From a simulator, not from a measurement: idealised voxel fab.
Process module, titled voxel trench capacitor
Cross-section cut spans 300 nm and uses square cells 5 nm in size.
Just so we're on the same page, the cross-sections are grids of square cells, and they're listed out in bands top to bottom, each band one or more rows deep. For a band, the entry starts with two heights in nm, that of the top and then that of the bottom, and carries on with the band's materials in order from left to right, each alongside its width in nm; the word "edge to edge" beside a single material means it fills the band edge to edge, and "blank" means empty space. Below 0: as-received wafer, all one material; heights counted from there. Lowest band: no bottom, goes on down, written "0 down". It should be noted that a width expressed as "30..40" varies in equal increments from row to row of cells within the band, taking the value of the first number at the top row and that of the second number at the bottom row. No cell of the cross-section changed in a step that is given as "no alteration". You'll see "Fully enclosed voids" listing empty spaces that have no way open to the top, as long as they're 8 cells or more; the notation is width x height at distance, where the distance is from the left edge, and all of it is in nm. Past the settings on a step's line: simulator remark, on that step. overlay nm: right-of-plan distance of the mask on a masked step; negative values mean left-of-plan. Each pair below shows a cross-section before one step and the cross-section after it, down to the lowest band that changed. The line under each pair gives the step between them, with its settings. The pairs can come from different runs of this module on the same starting wafer, so a pair continues from the pair above only where its "Geometry before processing" says so.
Geometry before processing
- 0 down = Si edge to edge
- Fully enclosed voids: none
Post-Process Section
- 10 to 0 = SiN edge to edge
- Below 0, the layers are the same as they were.
- Fully enclosed voids: none
The step that takes the structure from the upper cross-section to the lower one is CONFORMAL_DEP,material SiN,thk nm 10
Geometry before processing: carried over from the after image of the pair right above.
Post-Process Section
- 30 to 10 = 80 nm resist, then 15 nm blank, then 25 nm resist, then 15 nm blank, then 25 nm resist, then 15 nm blank, then 25 nm resist, then 15 nm blank, then 85 nm resist
- Below 10, the layers are the same as they were.
- Fully enclosed voids: none
The step that takes the structure from the upper cross-section to the lower one is PATTERN,tone open,mask id TRENCH,material resist,width nm 15,pitch nm 40,thk nm 20,overlay nm 0
Geometry before processing: carried over from the after image of the pair right above.
Post-Process Section
- 30 to 10 = 80 nm resist, then 15 nm blank, then 25 nm resist, then 15 nm blank, then 25 nm resist, then 15 nm blank, then 25 nm resist, then 15 nm blank, then 85 nm resist
- 10 to 0 = 80 nm SiN, then 15 nm blank, then 25 nm SiN, then 15 nm blank, then 25 nm SiN, then 15 nm blank, then 25 nm SiN, then 15 nm blank, then 85 nm SiN
- Below 0, the layers are the same as they were.
- Fully enclosed voids: none
The step that takes the structure from the upper cross-section to the lower one is DIRECTIONAL_ETCH,etch materials SiN,depth nm 10
Geometry before processing: carried over from the after image of the pair right above.
Post-Process Section
- 30 to 10 = 80 nm resist, then 15 nm blank, then 25 nm resist, then 15 nm blank, then 25 nm resist, then 15 nm blank, then 25 nm resist, then 15 nm blank, then 85 nm resist
- 10 to 0 = 80 nm SiN, then 15 nm blank, then 25 nm SiN, then 15 nm blank, then 25 nm SiN, then 15 nm blank, then 25 nm SiN, then 15 nm blank, then 85 nm SiN
- 0 to -25 = 80 nm Si, then 15 nm blank, then 25 nm Si, then 15 nm blank, then 25 nm Si, then 15 nm blank, then 25 nm Si, then 15 nm blank, then 85 nm Si
- Below -25, the layers are the same as they were.
- Fully enclosed voids: none
The step that takes the structure from the upper cross-section to the lower one is DIRECTIONAL_ETCH,etch materials Si,depth nm 25
Geometry before processing: carried over from the after image of the pair right above.
Post-Process Section
- 10 to 0 = 80 nm SiN, then 15 nm blank, then 25 nm SiN, then 15 nm blank, then 25 nm SiN, then 15 nm blank, then 25 nm SiN, then 15 nm blank, then 85 nm SiN
- Below 0, the layers are the same as they were.
- Fully enclosed voids: none
The step that takes the structure from the upper cross-section to the lower one is STRIP,etch materials resist
Geometry before processing: carried over from the after image of the pair right above.
Post-Process Section
- 15 to 10 = 85 nm Al2O3, then 5 nm blank, then 35 nm Al2O3, then 5 nm blank, then 35 nm Al2O3, then 5 nm blank, then 35 nm Al2O3, then 5 nm blank, then 90 nm Al2O3
- 10 to 0 = 80 nm SiN, then 5 nm Al2O3, then 5 nm blank, then 5 nm Al2O3, then 25 nm SiN, then 5 nm Al2O3, then 5 nm blank, then 5 nm Al2O3, then 25 nm SiN, then 5 nm Al2O3, then 5 nm blank, then 5 nm Al2O3, then 25 nm SiN, then 5 nm Al2O3, then 5 nm blank, then 5 nm Al2O3, then 85 nm SiN
- 0 to -20 = 80 nm Si, then 5 nm Al2O3, then 5 nm blank, then 5 nm Al2O3, then 25 nm Si, then 5 nm Al2O3, then 5 nm blank, then 5 nm Al2O3, then 25 nm Si, then 5 nm Al2O3, then 5 nm blank, then 5 nm Al2O3, then 25 nm Si, then 5 nm Al2O3, then 5 nm blank, then 5 nm Al2O3, then 85 nm Si
- -20 to -25 = 80 nm Si, then 15 nm Al2O3, then 25 nm Si, then 15 nm Al2O3, then 25 nm Si, then 15 nm Al2O3, then 25 nm Si, then 15 nm Al2O3, then 85 nm Si
- Below -25, the layers are the same as they were.
- Fully enclosed voids: none
The step that takes the structure from the upper cross-section to the lower one is CONFORMAL_DEP,material Al2O3,thk nm 5
Geometry before processing: carried over from the after image of the pair right above.
Post-Process Section
- 20 to 15 = polySi edge to edge
- 15 to 10 = 85 nm Al2O3, then 5 nm polySi, then 35 nm Al2O3, then 5 nm polySi, then 35 nm Al2O3, then 5 nm polySi, then 35 nm Al2O3, then 5 nm polySi, then 90 nm Al2O3
- 10 to 0 = 80 nm SiN, then 5 nm Al2O3, then 5 nm polySi, then 5 nm Al2O3, then 25 nm SiN, then 5 nm Al2O3, then 5 nm polySi, then 5 nm Al2O3, then 25 nm SiN, then 5 nm Al2O3, then 5 nm polySi, then 5 nm Al2O3, then 25 nm SiN, then 5 nm Al2O3, then 5 nm polySi, then 5 nm Al2O3, then 85 nm SiN
- 0 to -20 = 80 nm Si, then 5 nm Al2O3, then 5 nm polySi, then 5 nm Al2O3, then 25 nm Si, then 5 nm Al2O3, then 5 nm polySi, then 5 nm Al2O3, then 25 nm Si, then 5 nm Al2O3, then 5 nm polySi, then 5 nm Al2O3, then 25 nm Si, then 5 nm Al2O3, then 5 nm polySi, then 5 nm Al2O3, then 85 nm Si
- Below -20, the layers are the same as they were.
- Fully enclosed voids: none
The step that takes the structure from the upper cross-section to the lower one is FILL_DEP,material polySi,thk nm 5
Geometry before processing: carried over from the after image of the pair right above.
Post-Process Section
- 10 to 0 = 80 nm SiN, then 5 nm Al2O3, then 5 nm polySi, then 5 nm Al2O3, then 25 nm SiN, then 5 nm Al2O3, then 5 nm polySi, then 5 nm Al2O3, then 25 nm SiN, then 5 nm Al2O3, then 5 nm polySi, then 5 nm Al2O3, then 25 nm SiN, then 5 nm Al2O3, then 5 nm polySi, then 5 nm Al2O3, then 85 nm SiN
- Below 0, the layers are the same as they were.
- Fully enclosed voids: none
The step that takes the structure from the upper cross-section to the lower one is CMP,height nm 10
Geometry before processing
- 30 to 10 = 80 nm resist, then 15 nm blank, then 25 nm resist, then 15 nm blank, then 25 nm resist, then 15 nm blank, then 25 nm resist, then 15 nm blank, then 85 nm resist
- 10 to 0 = 80 nm SiN, then 15 nm blank, then 25 nm SiN, then 15 nm blank, then 25 nm SiN, then 15 nm blank, then 25 nm SiN, then 15 nm blank, then 85 nm SiN
- 0 to -25 = 80 nm Si, then 15 nm blank, then 25 nm Si, then 15 nm blank, then 25 nm Si, then 15 nm blank, then 25 nm Si, then 15 nm blank, then 85 nm Si
- -25 down = Si edge to edge
- Fully enclosed voids: none
Post-Process Section
- 30 to 10 = 80 nm resist, then 15 nm blank, then 25 nm resist, then 15 nm blank, then 25 nm resist, then 15 nm blank, then 25 nm resist, then 15 nm blank, then 85 nm resist
- 10 to 0 = 80 nm SiN, then 15 nm blank, then 25 nm SiN, then 15 nm blank, then 25 nm SiN, then 15 nm blank, then 25 nm SiN, then 15 nm blank, then 85 nm SiN
- 0 to -50 = 80 nm Si, then 15 nm blank, then 25 nm Si, then 15 nm blank, then 25 nm Si, then 15 nm blank, then 25 nm Si, then 15 nm blank, then 85 nm Si
- Below -50, the layers are the same as they were.
- Fully enclosed voids: none
The step that takes the structure from the upper cross-section to the lower one is DIRECTIONAL_ETCH,etch materials Si,depth nm 25
Geometry before processing: carried over from the after image of the pair right above.
Post-Process Section
- 10 to 0 = 80 nm SiN, then 15 nm blank, then 25 nm SiN, then 15 nm blank, then 25 nm SiN, then 15 nm blank, then 25 nm SiN, then 15 nm blank, then 85 nm SiN
- Below 0, the layers are the same as they were.
- Fully enclosed voids: none
The step that takes the structure from the upper cross-section to the lower one is STRIP,etch materials resist
Geometry before processing: carried over from the after image of the pair right above.
Post-Process Section
- 15 to 10 = 85 nm Al2O3, then 5 nm blank, then 35 nm Al2O3, then 5 nm blank, then 35 nm Al2O3, then 5 nm blank, then 35 nm Al2O3, then 5 nm blank, then 90 nm Al2O3
- 10 to 0 = 80 nm SiN, then 5 nm Al2O3, then 5 nm blank, then 5 nm Al2O3, then 25 nm SiN, then 5 nm Al2O3, then 5 nm blank, then 5 nm Al2O3, then 25 nm SiN, then 5 nm Al2O3, then 5 nm blank, then 5 nm Al2O3, then 25 nm SiN, then 5 nm Al2O3, then 5 nm blank, then 5 nm Al2O3, then 85 nm SiN
- 0 to -45 = 80 nm Si, then 5 nm Al2O3, then 5 nm blank, then 5 nm Al2O3, then 25 nm Si, then 5 nm Al2O3, then 5 nm blank, then 5 nm Al2O3, then 25 nm Si, then 5 nm Al2O3, then 5 nm blank, then 5 nm Al2O3, then 25 nm Si, then 5 nm Al2O3, then 5 nm blank, then 5 nm Al2O3, then 85 nm Si
- -45 to -50 = 80 nm Si, then 15 nm Al2O3, then 25 nm Si, then 15 nm Al2O3, then 25 nm Si, then 15 nm Al2O3, then 25 nm Si, then 15 nm Al2O3, then 85 nm Si
- Below -50, the layers are the same as they were.
- Fully enclosed voids: none
The step that takes the structure from the upper cross-section to the lower one is CONFORMAL_DEP,material Al2O3,thk nm 5
Geometry before processing: carried over from the after image of the pair right above.
Post-Process Section
- 20 to 15 = polySi edge to edge
- 15 to 10 = 85 nm Al2O3, then 5 nm polySi, then 35 nm Al2O3, then 5 nm polySi, then 35 nm Al2O3, then 5 nm polySi, then 35 nm Al2O3, then 5 nm polySi, then 90 nm Al2O3
- 10 to 0 = 80 nm SiN, then 5 nm Al2O3, then 5 nm polySi, then 5 nm Al2O3, then 25 nm SiN, then 5 nm Al2O3, then 5 nm polySi, then 5 nm Al2O3, then 25 nm SiN, then 5 nm Al2O3, then 5 nm polySi, then 5 nm Al2O3, then 25 nm SiN, then 5 nm Al2O3, then 5 nm polySi, then 5 nm Al2O3, then 85 nm SiN
- 0 to -45 = 80 nm Si, then 5 nm Al2O3, then 5 nm polySi, then 5 nm Al2O3, then 25 nm Si, then 5 nm Al2O3, then 5 nm polySi, then 5 nm Al2O3, then 25 nm Si, then 5 nm Al2O3, then 5 nm polySi, then 5 nm Al2O3, then 25 nm Si, then 5 nm Al2O3, then 5 nm polySi, then 5 nm Al2O3, then 85 nm Si
- Below -45, the layers are the same as they were.
- Fully enclosed voids: none
The step that takes the structure from the upper cross-section to the lower one is FILL_DEP,material polySi,thk nm 5
Geometry before processing: carried over from the after image of the pair right above.
Post-Process Section
- 10 to 0 = 80 nm SiN, then 5 nm Al2O3, then 5 nm polySi, then 5 nm Al2O3, then 25 nm SiN, then 5 nm Al2O3, then 5 nm polySi, then 5 nm Al2O3, then 25 nm SiN, then 5 nm Al2O3, then 5 nm polySi, then 5 nm Al2O3, then 25 nm SiN, then 5 nm Al2O3, then 5 nm polySi, then 5 nm Al2O3, then 85 nm SiN
- Below 0, the layers are the same as they were.
- Fully enclosed voids: none
The step that takes the structure from the upper cross-section to the lower one is CMP,height nm 10
Geometry before processing
- 30 to 10 = 80 nm resist, then 15 nm blank, then 25 nm resist, then 15 nm blank, then 25 nm resist, then 15 nm blank, then 25 nm resist, then 15 nm blank, then 85 nm resist
- 10 to 0 = 80 nm SiN, then 15 nm blank, then 25 nm SiN, then 15 nm blank, then 25 nm SiN, then 15 nm blank, then 25 nm SiN, then 15 nm blank, then 85 nm SiN
- 0 down = Si edge to edge
- Fully enclosed voids: none
Post-Process Section
- 10 to 0 = 80 nm SiN, then 15 nm blank, then 25 nm SiN, then 15 nm blank, then 25 nm SiN, then 15 nm blank, then 25 nm SiN, then 15 nm blank, then 85 nm SiN
- Below 0, the layers are the same as they were.
- Fully enclosed voids: none
The step that takes the structure from the upper cross-section to the lower one is STRIP,etch materials resist
Geometry before processing: carried over from the after image of the pair right above.
Post-Process Section
- 10 to 0 = 80 nm SiN, then 15 nm blank, then 25 nm SiN, then 15 nm blank, then 25 nm SiN, then 15 nm blank, then 25 nm SiN, then 15 nm blank, then 85 nm SiN
- 0 to -25 = 80 nm Si, then 15 nm blank, then 25 nm Si, then 15 nm blank, then 25 nm Si, then 15 nm blank, then 25 nm Si, then 15 nm blank, then 85 nm Si
- Below -25, the layers are the same as they were.
- Fully enclosed voids: none
The step that takes the structure from the upper cross-section to the lower one is DIRECTIONAL_ETCH,etch materials Si,depth nm 25
Geometry before processing
- 30 to 10 = 80 nm resist, then 15 nm blank, then 25 nm resist, then 15 nm blank, then 25 nm resist, then 15 nm blank, then 25 nm resist, then 15 nm blank, then 85 nm resist
- 10 to 0 = 80 nm SiN, then 15 nm blank, then 25 nm SiN, then 15 nm blank, then 25 nm SiN, then 15 nm blank, then 25 nm SiN, then 15 nm blank, then 85 nm SiN
- 0 down = Si edge to edge
- Fully enclosed voids: none
Post-Process Section
- 30 to 10 = 80 nm resist, then 15 nm blank, then 25 nm resist, then 15 nm blank, then 25 nm resist, then 15 nm blank, then 25 nm resist, then 15 nm blank, then 85 nm resist
- 10 to 0 = 80 nm SiN, then 15 nm blank, then 25 nm SiN, then 15 nm blank, then 25 nm SiN, then 15 nm blank, then 25 nm SiN, then 15 nm blank, then 85 nm SiN
- 0 to -30 = 80 nm Si, then 15 nm blank, then 25 nm Si, then 15 nm blank, then 25 nm Si, then 15 nm blank, then 25 nm Si, then 15 nm blank, then 85 nm Si
- Below -30, the layers are the same as they were.
- Fully enclosed voids: none
The step that takes the structure from the upper cross-section to the lower one is DIRECTIONAL_ETCH,etch materials Si,depth nm 30
Geometry before processing: carried over from the after image of the pair right above.
Post-Process Section
- 10 to 0 = 80 nm SiN, then 15 nm blank, then 25 nm SiN, then 15 nm blank, then 25 nm SiN, then 15 nm blank, then 25 nm SiN, then 15 nm blank, then 85 nm SiN
- Below 0, the layers are the same as they were.
- Fully enclosed voids: none
The step that takes the structure from the upper cross-section to the lower one is STRIP,etch materials resist
Geometry before processing: carried over from the after image of the pair right above.
Post-Process Section
- 15 to 10 = 85 nm Al2O3, then 5 nm blank, then 35 nm Al2O3, then 5 nm blank, then 35 nm Al2O3, then 5 nm blank, then 35 nm Al2O3, then 5 nm blank, then 90 nm Al2O3
- 10 to 0 = 80 nm SiN, then 5 nm Al2O3, then 5 nm blank, then 5 nm Al2O3, then 25 nm SiN, then 5 nm Al2O3, then 5 nm blank, then 5 nm Al2O3, then 25 nm SiN, then 5 nm Al2O3, then 5 nm blank, then 5 nm Al2O3, then 25 nm SiN, then 5 nm Al2O3, then 5 nm blank, then 5 nm Al2O3, then 85 nm SiN
- 0 to -25 = 80 nm Si, then 5 nm Al2O3, then 5 nm blank, then 5 nm Al2O3, then 25 nm Si, then 5 nm Al2O3, then 5 nm blank, then 5 nm Al2O3, then 25 nm Si, then 5 nm Al2O3, then 5 nm blank, then 5 nm Al2O3, then 25 nm Si, then 5 nm Al2O3, then 5 nm blank, then 5 nm Al2O3, then 85 nm Si
- -25 to -30 = 80 nm Si, then 15 nm Al2O3, then 25 nm Si, then 15 nm Al2O3, then 25 nm Si, then 15 nm Al2O3, then 25 nm Si, then 15 nm Al2O3, then 85 nm Si
- Below -30, the layers are the same as they were.
- Fully enclosed voids: none
The step that takes the structure from the upper cross-section to the lower one is CONFORMAL_DEP,material Al2O3,thk nm 5
Geometry before processing: carried over from the after image of the pair right above.
Post-Process Section
- 20 to 15 = polySi edge to edge
- 15 to 10 = 85 nm Al2O3, then 5 nm polySi, then 35 nm Al2O3, then 5 nm polySi, then 35 nm Al2O3, then 5 nm polySi, then 35 nm Al2O3, then 5 nm polySi, then 90 nm Al2O3
- 10 to 0 = 80 nm SiN, then 5 nm Al2O3, then 5 nm polySi, then 5 nm Al2O3, then 25 nm SiN, then 5 nm Al2O3, then 5 nm polySi, then 5 nm Al2O3, then 25 nm SiN, then 5 nm Al2O3, then 5 nm polySi, then 5 nm Al2O3, then 25 nm SiN, then 5 nm Al2O3, then 5 nm polySi, then 5 nm Al2O3, then 85 nm SiN
- 0 to -25 = 80 nm Si, then 5 nm Al2O3, then 5 nm polySi, then 5 nm Al2O3, then 25 nm Si, then 5 nm Al2O3, then 5 nm polySi, then 5 nm Al2O3, then 25 nm Si, then 5 nm Al2O3, then 5 nm polySi, then 5 nm Al2O3, then 25 nm Si, then 5 nm Al2O3, then 5 nm polySi, then 5 nm Al2O3, then 85 nm Si
- Below -25, the layers are the same as they were.
- Fully enclosed voids: none
The step that takes the structure from the upper cross-section to the lower one is FILL_DEP,material polySi,thk nm 5
Geometry before processing: carried over from the after image of the pair right above.
Post-Process Section
- 10 to 0 = 80 nm SiN, then 5 nm Al2O3, then 5 nm polySi, then 5 nm Al2O3, then 25 nm SiN, then 5 nm Al2O3, then 5 nm polySi, then 5 nm Al2O3, then 25 nm SiN, then 5 nm Al2O3, then 5 nm polySi, then 5 nm Al2O3, then 25 nm SiN, then 5 nm Al2O3, then 5 nm polySi, then 5 nm Al2O3, then 85 nm SiN
- Below 0, the layers are the same as they were.
- Fully enclosed voids: none
The step that takes the structure from the upper cross-section to the lower one is CMP,height nm 10
Geometry before processing
- 10 to 0 = SiN edge to edge
- 0 down = Si edge to edge
- Fully enclosed voids: none
Post-Process Section
- 30 to 10 = 75 nm resist, then 25 nm blank, then 15 nm resist, then 25 nm blank, then 15 nm resist, then 25 nm blank, then 15 nm resist, then 25 nm blank, then 80 nm resist
- Below 10, the layers are the same as they were.
- Fully enclosed voids: none
The step that takes the structure from the upper cross-section to the lower one is PATTERN,tone open,mask id TRENCH,material resist,width nm 25,pitch nm 40,thk nm 20,overlay nm 0
Geometry before processing: carried over from the after image of the pair right above.
Post-Process Section
- 30 to 10 = 75 nm resist, then 25 nm blank, then 15 nm resist, then 25 nm blank, then 15 nm resist, then 25 nm blank, then 15 nm resist, then 25 nm blank, then 80 nm resist
- 10 to 0 = 75 nm SiN, then 25 nm blank, then 15 nm SiN, then 25 nm blank, then 15 nm SiN, then 25 nm blank, then 15 nm SiN, then 25 nm blank, then 80 nm SiN
- Below 0, the layers are the same as they were.
- Fully enclosed voids: none
The step that takes the structure from the upper cross-section to the lower one is DIRECTIONAL_ETCH,etch materials SiN,depth nm 10
Geometry before processing: carried over from the after image of the pair right above.
Post-Process Section
- 30 to 10 = 75 nm resist, then 25 nm blank, then 15 nm resist, then 25 nm blank, then 15 nm resist, then 25 nm blank, then 15 nm resist, then 25 nm blank, then 80 nm resist
- 10 to 0 = 75 nm SiN, then 25 nm blank, then 15 nm SiN, then 25 nm blank, then 15 nm SiN, then 25 nm blank, then 15 nm SiN, then 25 nm blank, then 80 nm SiN
- 0 to -25 = 75 nm Si, then 25 nm blank, then 15 nm Si, then 25 nm blank, then 15 nm Si, then 25 nm blank, then 15 nm Si, then 25 nm blank, then 80 nm Si
- Below -25, the layers are the same as they were.
- Fully enclosed voids: none
The step that takes the structure from the upper cross-section to the lower one is DIRECTIONAL_ETCH,etch materials Si,depth nm 25
Geometry before processing: carried over from the after image of the pair right above.
Post-Process Section
- 10 to 0 = 75 nm SiN, then 25 nm blank, then 15 nm SiN, then 25 nm blank, then 15 nm SiN, then 25 nm blank, then 15 nm SiN, then 25 nm blank, then 80 nm SiN
- Below 0, the layers are the same as they were.
- Fully enclosed voids: none
The step that takes the structure from the upper cross-section to the lower one is STRIP,etch materials resist
Geometry before processing: carried over from the after image of the pair right above.
Post-Process Section
- 15 to 10 = 80 nm Al2O3, then 15 nm blank, then 25 nm Al2O3, then 15 nm blank, then 25 nm Al2O3, then 15 nm blank, then 25 nm Al2O3, then 15 nm blank, then 85 nm Al2O3
- 10 to 0 = 75 nm SiN, then 5 nm Al2O3, then 15 nm blank, then 5 nm Al2O3, then 15 nm SiN, then 5 nm Al2O3, then 15 nm blank, then 5 nm Al2O3, then 15 nm SiN, then 5 nm Al2O3, then 15 nm blank, then 5 nm Al2O3, then 15 nm SiN, then 5 nm Al2O3, then 15 nm blank, then 5 nm Al2O3, then 80 nm SiN
- 0 to -20 = 75 nm Si, then 5 nm Al2O3, then 15 nm blank, then 5 nm Al2O3, then 15 nm Si, then 5 nm Al2O3, then 15 nm blank, then 5 nm Al2O3, then 15 nm Si, then 5 nm Al2O3, then 15 nm blank, then 5 nm Al2O3, then 15 nm Si, then 5 nm Al2O3, then 15 nm blank, then 5 nm Al2O3, then 80 nm Si
- -20 to -25 = 75 nm Si, then 25 nm Al2O3, then 15 nm Si, then 25 nm Al2O3, then 15 nm Si, then 25 nm Al2O3, then 15 nm Si, then 25 nm Al2O3, then 80 nm Si
- Below -25, the layers are the same as they were.
- Fully enclosed voids: none
The step that takes the structure from the upper cross-section to the lower one is CONFORMAL_DEP,material Al2O3,thk nm 5
Geometry before processing: carried over from the after image of the pair right above.
Post-Process Section
- 20 to 15 = polySi edge to edge
- 15 to 10 = 80 nm Al2O3, then 15 nm polySi, then 25 nm Al2O3, then 15 nm polySi, then 25 nm Al2O3, then 15 nm polySi, then 25 nm Al2O3, then 15 nm polySi, then 85 nm Al2O3
- 10 to 0 = 75 nm SiN, then 5 nm Al2O3, then 15 nm polySi, then 5 nm Al2O3, then 15 nm SiN, then 5 nm Al2O3, then 15 nm polySi, then 5 nm Al2O3, then 15 nm SiN, then 5 nm Al2O3, then 15 nm polySi, then 5 nm Al2O3, then 15 nm SiN, then 5 nm Al2O3, then 15 nm polySi, then 5 nm Al2O3, then 80 nm SiN
- 0 to -20 = 75 nm Si, then 5 nm Al2O3, then 15 nm polySi, then 5 nm Al2O3, then 15 nm Si, then 5 nm Al2O3, then 15 nm polySi, then 5 nm Al2O3, then 15 nm Si, then 5 nm Al2O3, then 15 nm polySi, then 5 nm Al2O3, then 15 nm Si, then 5 nm Al2O3, then 15 nm polySi, then 5 nm Al2O3, then 80 nm Si
- Below -20, the layers are the same as they were.
- Fully enclosed voids: none
The step that takes the structure from the upper cross-section to the lower one is FILL_DEP,material polySi,thk nm 5
Geometry before processing: carried over from the after image of the pair right above.
Post-Process Section
- 10 to 0 = 75 nm SiN, then 5 nm Al2O3, then 15 nm polySi, then 5 nm Al2O3, then 15 nm SiN, then 5 nm Al2O3, then 15 nm polySi, then 5 nm Al2O3, then 15 nm SiN, then 5 nm Al2O3, then 15 nm polySi, then 5 nm Al2O3, then 15 nm SiN, then 5 nm Al2O3, then 15 nm polySi, then 5 nm Al2O3, then 80 nm SiN
- Below 0, the layers are the same as they were.
- Fully enclosed voids: none
The step that takes the structure from the upper cross-section to the lower one is CMP,height nm 10
Geometry before processing
- 10 to 0 = SiN edge to edge
- 0 down = Si edge to edge
- Fully enclosed voids: none
Post-Process Section
- 30 to 10 = 70 nm resist, then 15 nm blank, then 25 nm resist, then 15 nm blank, then 25 nm resist, then 15 nm blank, then 25 nm resist, then 15 nm blank, then 95 nm resist
- Below 10, the layers are the same as they were.
- Fully enclosed voids: none
The step that takes the structure from the upper cross-section to the lower one is PATTERN,tone open,mask id TRENCH,material resist,width nm 15,pitch nm 40,thk nm 20,overlay nm -10
Geometry before processing: carried over from the after image of the pair right above.
Post-Process Section
- 30 to 10 = 70 nm resist, then 15 nm blank, then 25 nm resist, then 15 nm blank, then 25 nm resist, then 15 nm blank, then 25 nm resist, then 15 nm blank, then 95 nm resist
- 10 to 0 = 70 nm SiN, then 15 nm blank, then 25 nm SiN, then 15 nm blank, then 25 nm SiN, then 15 nm blank, then 25 nm SiN, then 15 nm blank, then 95 nm SiN
- Below 0, the layers are the same as they were.
- Fully enclosed voids: none
The step that takes the structure from the upper cross-section to the lower one is DIRECTIONAL_ETCH,etch materials SiN,depth nm 10
Geometry before processing: carried over from the after image of the pair right above.
Post-Process Section
- 30 to 10 = 70 nm resist, then 15 nm blank, then 25 nm resist, then 15 nm blank, then 25 nm resist, then 15 nm blank, then 25 nm resist, then 15 nm blank, then 95 nm resist
- 10 to 0 = 70 nm SiN, then 15 nm blank, then 25 nm SiN, then 15 nm blank, then 25 nm SiN, then 15 nm blank, then 25 nm SiN, then 15 nm blank, then 95 nm SiN
- 0 to -25 = 70 nm Si, then 15 nm blank, then 25 nm Si, then 15 nm blank, then 25 nm Si, then 15 nm blank, then 25 nm Si, then 15 nm blank, then 95 nm Si
- Below -25, the layers are the same as they were.
- Fully enclosed voids: none
The step that takes the structure from the upper cross-section to the lower one is DIRECTIONAL_ETCH,etch materials Si,depth nm 25
Geometry before processing: carried over from the after image of the pair right above.
Post-Process Section
- 10 to 0 = 70 nm SiN, then 15 nm blank, then 25 nm SiN, then 15 nm blank, then 25 nm SiN, then 15 nm blank, then 25 nm SiN, then 15 nm blank, then 95 nm SiN
- Below 0, the layers are the same as they were.
- Fully enclosed voids: none
The step that takes the structure from the upper cross-section to the lower one is STRIP,etch materials resist
Geometry before processing: carried over from the after image of the pair right above.
Post-Process Section
- 15 to 10 = 75 nm Al2O3, then 5 nm blank, then 35 nm Al2O3, then 5 nm blank, then 35 nm Al2O3, then 5 nm blank, then 35 nm Al2O3, then 5 nm blank, then 100 nm Al2O3
- 10 to 0 = 70 nm SiN, then 5 nm Al2O3, then 5 nm blank, then 5 nm Al2O3, then 25 nm SiN, then 5 nm Al2O3, then 5 nm blank, then 5 nm Al2O3, then 25 nm SiN, then 5 nm Al2O3, then 5 nm blank, then 5 nm Al2O3, then 25 nm SiN, then 5 nm Al2O3, then 5 nm blank, then 5 nm Al2O3, then 95 nm SiN
- 0 to -20 = 70 nm Si, then 5 nm Al2O3, then 5 nm blank, then 5 nm Al2O3, then 25 nm Si, then 5 nm Al2O3, then 5 nm blank, then 5 nm Al2O3, then 25 nm Si, then 5 nm Al2O3, then 5 nm blank, then 5 nm Al2O3, then 25 nm Si, then 5 nm Al2O3, then 5 nm blank, then 5 nm Al2O3, then 95 nm Si
- -20 to -25 = 70 nm Si, then 15 nm Al2O3, then 25 nm Si, then 15 nm Al2O3, then 25 nm Si, then 15 nm Al2O3, then 25 nm Si, then 15 nm Al2O3, then 95 nm Si
- Below -25, the layers are the same as they were.
- Fully enclosed voids: none
The step that takes the structure from the upper cross-section to the lower one is CONFORMAL_DEP,material Al2O3,thk nm 5
Geometry before processing: carried over from the after image of the pair right above.
Post-Process Section
- 20 to 15 = polySi edge to edge
- 15 to 10 = 75 nm Al2O3, then 5 nm polySi, then 35 nm Al2O3, then 5 nm polySi, then 35 nm Al2O3, then 5 nm polySi, then 35 nm Al2O3, then 5 nm polySi, then 100 nm Al2O3
- 10 to 0 = 70 nm SiN, then 5 nm Al2O3, then 5 nm polySi, then 5 nm Al2O3, then 25 nm SiN, then 5 nm Al2O3, then 5 nm polySi, then 5 nm Al2O3, then 25 nm SiN, then 5 nm Al2O3, then 5 nm polySi, then 5 nm Al2O3, then 25 nm SiN, then 5 nm Al2O3, then 5 nm polySi, then 5 nm Al2O3, then 95 nm SiN
- 0 to -20 = 70 nm Si, then 5 nm Al2O3, then 5 nm polySi, then 5 nm Al2O3, then 25 nm Si, then 5 nm Al2O3, then 5 nm polySi, then 5 nm Al2O3, then 25 nm Si, then 5 nm Al2O3, then 5 nm polySi, then 5 nm Al2O3, then 25 nm Si, then 5 nm Al2O3, then 5 nm polySi, then 5 nm Al2O3, then 95 nm Si
- Below -20, the layers are the same as they were.
- Fully enclosed voids: none
The step that takes the structure from the upper cross-section to the lower one is FILL_DEP,material polySi,thk nm 5
Geometry before processing: carried over from the after image of the pair right above.
Post-Process Section
- 10 to 0 = 70 nm SiN, then 5 nm Al2O3, then 5 nm polySi, then 5 nm Al2O3, then 25 nm SiN, then 5 nm Al2O3, then 5 nm polySi, then 5 nm Al2O3, then 25 nm SiN, then 5 nm Al2O3, then 5 nm polySi, then 5 nm Al2O3, then 25 nm SiN, then 5 nm Al2O3, then 5 nm polySi, then 5 nm Al2O3, then 95 nm SiN
- Below 0, the layers are the same as they were.
- Fully enclosed voids: none
The step that takes the structure from the upper cross-section to the lower one is CMP,height nm 10
Geometry before processing
- 0 down = Si edge to edge
- Fully enclosed voids: none
Post-Process Section
- 10 to 0 = Al2O3 edge to edge
- Below 0, the layers are the same as they were.
- Fully enclosed voids: none
The step that takes the structure from the upper cross-section to the lower one is CONFORMAL_DEP,material Al2O3,thk nm 10
Geometry before processing: carried over from the after image of the pair right above.
Post-Process Section
- 30 to 10 = 80 nm resist, then 15 nm blank, then 25 nm resist, then 15 nm blank, then 25 nm resist, then 15 nm blank, then 25 nm resist, then 15 nm blank, then 85 nm resist
- Below 10, the layers are the same as they were.
- Fully enclosed voids: none
The step that takes the structure from the upper cross-section to the lower one is PATTERN,tone open,mask id TRENCH,material resist,width nm 15,pitch nm 40,thk nm 20,overlay nm 0
Geometry before processing: carried over from the after image of the pair right above.
Post-Process Section
- 10 to 0 = Al2O3 edge to edge
- Below 0, the layers are the same as they were.
- Fully enclosed voids: none
The step that takes the structure from the upper cross-section to the lower one is STRIP,etch materials resist
Geometry before processing: carried over from the after image of the pair right above.
Post-Process Section
- 15 to 0 = Al2O3 edge to edge
- Below 0, the layers are the same as they were.
- Fully enclosed voids: none
The step that takes the structure from the upper cross-section to the lower one is CONFORMAL_DEP,material Al2O3,thk nm 5
Geometry before processing: carried over from the after image of the pair right above.
Post-Process Section
- 20 to 15 = polySi edge to edge
- Below 15, the layers are the same as they were.
- Fully enclosed voids: none
The step that takes the structure from the upper cross-section to the lower one is FILL_DEP,material polySi,thk nm 5
Geometry before processing: carried over from the after image of the pair right above.
Post-Process Section
- 10 to 0 = Al2O3 edge to edge
- Below 0, the layers are the same as they were.
- Fully enclosed voids: none
The step that takes the structure from the upper cross-section to the lower one is CMP,height nm 10
